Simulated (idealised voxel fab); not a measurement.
Process module name: voxel wiring stack
FYI the section here is cut, 215 nm wide, cells are 5 nm squares.
Bands, listed from the top down, are how a cross-section gets written in this document; the cross-section itself is a grid of square cells, and a band is one or more rows of them. The entry gives the band's vertical extent as a top height and a bottom height in nm, then its horizontal make-up as materials from left to right, each with a width in nm. "air" stands for empty space; a single material marked "throughout" fills the band edge to edge. Heads up on the height convention: 0 is the point under which the incoming wafer is all one material, and the lowest band has no bottom, it just keeps going down, like "0 down". Top row gets the first number, bottom row gets the second, and each row in between changes by the same step: that is how a band width like "30 to 40" works. The cross-section has no changed cell in any step marked "no alterations made". "Closed-off voids" specifies each empty space that is not open to the top and that occupies no fewer than 8 cells, using the form width x height at distance, the distance measured from the left edge and all three quantities in nm. Anything after a step's settings on that line? It's the simulator's own note about the step. What "overlay nm" on a step's line means: if the step has a mask, that mask lay this far to the right of its planned place, or, when the value is negative, to the left.
[These are the steps we planned for the process]
1) op RECEIVE | material Si
2) op CONFORMAL_DEP | material SiO2 | thk nm 10
3) op CONFORMAL_DEP | material SiN | thk nm 5
4) op DIRECTIONAL_DEP | material SiO2 | thk nm 20
5) op PATTERN | tone open | mask id METAL_1 | material resist | width nm 30 | pitch nm 50 | thk nm 15 | overlay nm 0
6) op DIRECTIONAL_ETCH | etch materials SiO2 | depth nm 20
7) op DIRECTIONAL_ETCH | etch materials SiN | depth nm 5
8) op STRIP | etch materials resist
9) op CONFORMAL_DEP | material TiN | thk nm 5
10) op FILL_DEP | material W | thk nm 5
11) op CMP | height nm 35
12) op CONFORMAL_DEP | material SiCN | thk nm 5
13) op DIRECTIONAL_DEP | material SiO2 | thk nm 10
14) op DIRECTIONAL_DEP | material aC | thk nm 15
15) op PATTERN | tone open | mask id PLUG_1 | material resist | width nm 15 | pitch nm 100 | thk nm 35 | overlay nm 0
16) op DIRECTIONAL_ETCH | etch materials aC | depth nm 15
17) op STRIP | etch materials resist
18) op DIRECTIONAL_ETCH | etch materials SiO2 | depth nm 10
19) op DIRECTIONAL_ETCH | etch materials SiCN | depth nm 5
20) op STRIP | etch materials aC
21) op EPI | material Ru | thk nm 10
22) op EPI | material Ru | thk nm 5
23) op DIRECTIONAL_DEP | material TiN | thk nm 5
24) op DIRECTIONAL_DEP | material Ru | thk nm 25
25) op PATTERN | tone cover | mask id METAL_2 | material resist | width nm 30 | pitch nm 50 | thk nm 15 | overlay nm 0
26) op DIRECTIONAL_ETCH | etch materials Ru | depth nm 25
27) op DIRECTIONAL_ETCH | etch materials TiN | depth nm 5
28) op STRIP | etch materials resist
29) op CONFORMAL_DEP | material SiN | thk nm 5
30) op FILL_DEP | material SiO2 | thk nm 5
31) op CMP | height nm 80
32) op CONFORMAL_DEP | material SiCN | thk nm 5
33) op DIRECTIONAL_DEP | material lowk | thk nm 25
34) op DIRECTIONAL_DEP | material aC | thk nm 10
35) op PATTERN | tone open | mask id METAL_3_HOLES | material resist | width nm 15 | pitch nm 50 | thk nm 30 | overlay nm 0
36) op DIRECTIONAL_ETCH | etch materials aC | depth nm 10
37) op STRIP | etch materials resist
38) op DIRECTIONAL_ETCH | etch materials lowk | depth nm 25
39) op STRIP | etch materials aC
40) op DIRECTIONAL_DEP | material aC | thk nm 15
41) op PATTERN | tone open | mask id METAL_3 | material resist | width nm 30 | pitch nm 50 | thk nm 35 | overlay nm 0
42) op DIRECTIONAL_ETCH | etch materials aC | depth nm 15
43) op STRIP | etch materials resist
44) op DIRECTIONAL_ETCH | etch materials lowk | depth nm 15
45) op DIRECTIONAL_ETCH | etch materials SiCN | depth nm 5
46) op STRIP | etch materials aC
47) op CONFORMAL_DEP | material TiN | thk nm 5
48) op FILL_DEP | material Cu | thk nm 10
49) op CMP | height nm 110
50) op CONFORMAL_DEP | material SiCN | thk nm 5
51) op DIRECTIONAL_DEP | material lowk | thk nm 15
52) op PATTERN | tone open | mask id PLUG_3 | material resist | width nm 15 | pitch nm 50 | thk nm 20 | overlay nm 0
53) op DIRECTIONAL_ETCH | etch materials lowk | depth nm 15
54) op DIRECTIONAL_ETCH | etch materials SiCN | depth nm 5
55) op STRIP | etch materials resist
56) op CONFORMAL_DEP | material TiN | thk nm 5
57) op FILL_DEP | material Ru | thk nm 5
58) op CMP | height nm 130
59) op CONFORMAL_DEP | material SiCN | thk nm 5
60) op DIRECTIONAL_DEP | material SiO2 | thk nm 25
61) op MASKED_ETCH | tone open | mask id METAL_4 | width nm 30 | pitch nm 50 | etch materials SiO2 | depth nm 25 | overlay nm -15
62) op MASKED_ETCH | tone open | mask id METAL_4 | width nm 30 | pitch nm 50 | etch materials SiCN | depth nm 5 | overlay nm 0
63) op CONFORMAL_DEP | material TiN | thk nm 5
64) op FILL_DEP | material Cu | thk nm 10
65) op CMP | height nm 160
66) op EPI | material Ru | thk nm 5
67) op FILL_DEP | material SiCN | thk nm 5
The wafers are alike at the start. At step 61, their overlay nm differs. The plan lists the first wafer's value.
[Cross-section of the first incoming wafer of several, state after step 1]
    0 down | Si throughout
    Closed-off voids: none
[First of several wafers in cross-section at module end, following the final step, step 67]
    170 to 165 | SiCN throughout
    165 to 160 | SiCN (20); Ru (40); SiCN (10); Ru (40); SiCN (10); Ru (40); SiCN (55)
    160 to 140 | SiO2 (25); TiN (5); Cu (20); TiN (5); SiO2 (20); TiN (5); Cu (20); TiN (5); SiO2 (20); TiN (5); Cu (20); TiN (5); SiO2 (60)
    140 to 135 | SiO2 (25); TiN (20); Cu (5); TiN (5); SiO2 (20); TiN (20); Cu (5); TiN (5); SiO2 (20); TiN (20); Cu (5); TiN (5); SiO2 (60)
    135 to 130 | SiCN (40); TiN (15); SiCN (35); TiN (15); SiCN (35); TiN (15); SiCN (60)
    130 to 115 | lowk (40); TiN (5); Ru (5); TiN (5); lowk (35); TiN (5); Ru (5); TiN (5); lowk (35); TiN (5); Ru (5); TiN (5); lowk (60)
    115 to 110 | SiCN (40); TiN (15); SiCN (35); TiN (15); SiCN (35); TiN (15); SiCN (60)
    110 to 100 | lowk (40); TiN (5); Cu (20); TiN (5); lowk (20); TiN (5); Cu (20); TiN (5); lowk (20); TiN (5); Cu (20); TiN (5); lowk (45)
    100 to 95 | lowk (40); TiN (5); Cu (5); TiN (20); lowk (20); TiN (5); Cu (5); TiN (20); lowk (20); TiN (5); Cu (5); TiN (20); lowk (45)
    95 to 85 | lowk (40); TiN (5); Cu (5); TiN (5); lowk (35); TiN (5); Cu (5); TiN (5); lowk (35); TiN (5); Cu (5); TiN (5); lowk (60)
    85 to 80 | SiCN (40); TiN (15); SiCN (35); TiN (15); SiCN (35); TiN (15); SiCN (60)
    80 to 55 | SiO2 (35); SiN (5); Ru (30); SiN (5); SiO2 (10); SiN (5); Ru (30); SiN (5); SiO2 (10); SiN (5); Ru (30); SiN (5); SiO2 (40)
    55 to 50 | SiN (40); TiN (30); SiN (20); TiN (30); SiN (20); TiN (30); SiN (45)
    50 to 40 | SiO2 (40); Ru (15); SiO2 (85); Ru (15); SiO2 (60)
    40 to 35 | SiCN (40); Ru (15); SiCN (85); Ru (15); SiCN (60)
    35 to 15 | SiO2 (40); TiN (5); W (20); TiN (5); SiO2 (20); TiN (5); W (20); TiN (5); SiO2 (20); TiN (5); W (20); TiN (5); SiO2 (45)
    15 to 10 | SiN (40); TiN (30); SiN (20); TiN (30); SiN (20); TiN (30); SiN (45)
    10 to 0 | SiO2 throughout
    0 down | Si throughout
    Closed-off voids: none
[Here we cross-sectioned the last of the wafers once the module was done]
    170 to 165 | SiCN throughout
    165 to 160 | SiCN (50); Ru (40); SiCN (10); Ru (40); SiCN (10); Ru (40); SiCN (25)
    160 to 140 | SiO2 (55); TiN (5); Cu (20); TiN (5); SiO2 (20); TiN (5); Cu (20); TiN (5); SiO2 (20); TiN (5); Cu (20); TiN (5); SiO2 (30)
    140 to 135 | SiO2 (55); TiN (5); Cu (5); TiN (20); SiO2 (20); TiN (5); Cu (5); TiN (20); SiO2 (20); TiN (5); Cu (5); TiN (20); SiO2 (30)
    135 to 130 | SiCN (55); TiN (15); SiCN (35); TiN (15); SiCN (35); TiN (15); SiCN (45)
    130 to 115 | lowk (40); TiN (5); Ru (5); TiN (5); lowk (35); TiN (5); Ru (5); TiN (5); lowk (35); TiN (5); Ru (5); TiN (5); lowk (60)
    115 to 110 | SiCN (40); TiN (15); SiCN (35); TiN (15); SiCN (35); TiN (15); SiCN (60)
    110 to 100 | lowk (40); TiN (5); Cu (20); TiN (5); lowk (20); TiN (5); Cu (20); TiN (5); lowk (20); TiN (5); Cu (20); TiN (5); lowk (45)
    100 to 95 | lowk (40); TiN (5); Cu (5); TiN (20); lowk (20); TiN (5); Cu (5); TiN (20); lowk (20); TiN (5); Cu (5); TiN (20); lowk (45)
    95 to 85 | lowk (40); TiN (5); Cu (5); TiN (5); lowk (35); TiN (5); Cu (5); TiN (5); lowk (35); TiN (5); Cu (5); TiN (5); lowk (60)
    85 to 80 | SiCN (40); TiN (15); SiCN (35); TiN (15); SiCN (35); TiN (15); SiCN (60)
    80 to 55 | SiO2 (35); SiN (5); Ru (30); SiN (5); SiO2 (10); SiN (5); Ru (30); SiN (5); SiO2 (10); SiN (5); Ru (30); SiN (5); SiO2 (40)
    55 to 50 | SiN (40); TiN (30); SiN (20); TiN (30); SiN (20); TiN (30); SiN (45)
    50 to 40 | SiO2 (40); Ru (15); SiO2 (85); Ru (15); SiO2 (60)
    40 to 35 | SiCN (40); Ru (15); SiCN (85); Ru (15); SiCN (60)
    35 to 15 | SiO2 (40); TiN (5); W (20); TiN (5); SiO2 (20); TiN (5); W (20); TiN (5); SiO2 (20); TiN (5); W (20); TiN (5); SiO2 (45)
    15 to 10 | SiN (40); TiN (30); SiN (20); TiN (30); SiN (20); TiN (30); SiN (45)
    10 to 0 | SiO2 throughout
    0 down | Si throughout
    Closed-off voids: none
[Per wafer (row), end of module: delta in cells per material since receipt, (+) for gained, (-) for lost; closed voids after that]
overlay nm -15, +84 Cu, +141 Ru, +201 SiCN, +80 SiN, +480 SiO2, +183 TiN, +48 W, +245 lowk, Closed-off voids: none
overlay nm -10, +87 Cu, +141 Ru, +198 SiCN, +80 SiN, +480 SiO2, +183 TiN, +48 W, +245 lowk, Closed-off voids: none
overlay nm -5, +90 Cu, +141 Ru, +195 SiCN, +80 SiN, +480 SiO2, +183 TiN, +48 W, +245 lowk, Closed-off voids: none
overlay nm 0, +93 Cu, +141 Ru, +192 SiCN, +80 SiN, +480 SiO2, +183 TiN, +48 W, +245 lowk, Closed-off voids: none
overlay nm 5, +90 Cu, +141 Ru, +195 SiCN, +80 SiN, +480 SiO2, +183 TiN, +48 W, +245 lowk, Closed-off voids: none
overlay nm 10, +87 Cu, +141 Ru, +198 SiCN, +80 SiN, +480 SiO2, +183 TiN, +48 W, +245 lowk, Closed-off voids: none
overlay nm 15, +84 Cu, +141 Ru, +201 SiCN, +80 SiN, +480 SiO2, +183 TiN, +48 W, +245 lowk, Closed-off voids: none
